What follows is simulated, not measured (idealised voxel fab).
A process module follows: voxel fin reveal.
cross-section cut | 180 nm wide | cells 5 nm
When this document writes out a cross-section, it uses a grid of square cells and lists it as bands, beginning at the top and moving down, with a band standing for one or more rows of cells. Each band's line starts with the height of the band's top and of its bottom, in nm. Then come its materials from left to right, each with its width in nm. One material with "edge to edge" fills the band from edge to edge. "empty" is empty space. Zero point of the height axis is 0; under it, received wafer = one material. Lowest band: continues down indefinitely, "0 down". The width entry "30->40" should be interpreted row by row: the top row of cells in the band takes the first number, the bottom row takes the second number, and the change between adjacent rows is uniform throughout. What does "no modifications" mean for a step? It means no cell of the cross-section changed in that step. "Completely sealed voids" - sealed voids, min. 8 cells, no opening to top; format: width x height at distance (distance from left edge; nm throughout). Where a step's line continues beyond its settings, the continuation is a remark by the simulator itself on that step. overlay nm: where the mask lay relative to plan, measured to the right, on steps with a mask; negatives go left.

PLAN
- 1: op RECEIVE | material Si
- 2: op CONFORMAL_DEP | material SiN | thk nm 10
- 3: op DIRECTIONAL_DEP | material aC | thk nm 10
- 4: op PATTERN | tone cover | mask id FINS | material resist | width nm 15 | pitch nm 35 | thk nm 30 | overlay nm 0
- 5: op DIRECTIONAL_ETCH | etch materials aC | depth nm 10
- 6: op STRIP | etch materials resist
- 7: op DIRECTIONAL_ETCH | etch materials SiN | depth nm 10
- 8: op DIRECTIONAL_ETCH | etch materials Si | depth nm 40
- 9: op STRIP | etch materials aC
- 10: op FILL_DEP | material SiO2 | thk nm 5
- 11: op CMP | height nm 10
- 12: op SELECTIVE_ETCH | etch materials SiO2 | depth nm 25
- 13: op STRIP | etch materials SiN
- 14: op CONFORMAL_DEP | material SiO2 | thk nm 5

SO THIS IS THE INCOMING WAFER IN CROSS-SECTION - IT'S ALREADY BEEN THROUGH STEP 1
0 down | Si edge to edge
Completely sealed voids: none

CROSS-SECTION TAKEN AT MODULE COMPLETION ON THE FIRST OF TWO WAFERS; PROCESSED PER THE PLAN
5 to 0 | empty 40 nm | SiO2 25 nm | empty 10 nm | SiO2 25 nm | empty 10 nm | SiO2 25 nm | empty 45 nm
0 to -10 | empty 40 nm | SiO2 5 nm | Si 15 nm | SiO2 5 nm | empty 10 nm | SiO2 5 nm | Si 15 nm | SiO2 5 nm | empty 10 nm | SiO2 5 nm | Si 15 nm | SiO2 5 nm | empty 45 nm
-10 to -40 | SiO2 45 nm | Si 15 nm | SiO2 20 nm | Si 15 nm | SiO2 20 nm | Si 15 nm | SiO2 50 nm
-40 down | Si edge to edge
Completely sealed voids: none

WAFER TWO (OF TWO), END-OF-MODULE CROSS-SECTION: START = WAFER ONE, PLAN = WAFER ONE, ONE RUN MISTAKE
5 to 0 | empty 50 nm | SiO2 25 nm | empty 10 nm | SiO2 25 nm | empty 10 nm | SiO2 25 nm | empty 35 nm
0 to -10 | empty 50 nm | SiO2 5 nm | Si 15 nm | SiO2 5 nm | empty 10 nm | SiO2 5 nm | Si 15 nm | SiO2 5 nm | empty 10 nm | SiO2 5 nm | Si 15 nm | SiO2 5 nm | empty 35 nm
-10 to -40 | SiO2 55 nm | Si 15 nm | SiO2 20 nm | Si 15 nm | SiO2 20 nm | Si 15 nm | SiO2 40 nm
-40 down | Si edge to edge
Completely sealed voids: none
The plan and the run diverged here: step 4 went in with a setting other than planned; the actual run was op PATTERN | tone cover | mask id FINS | material resist | width nm 15 | pitch nm 35 | thk nm 30 | overlay nm 10
At the close, every material occupies the same number of cells on the second wafer as on the first, only in different positions.
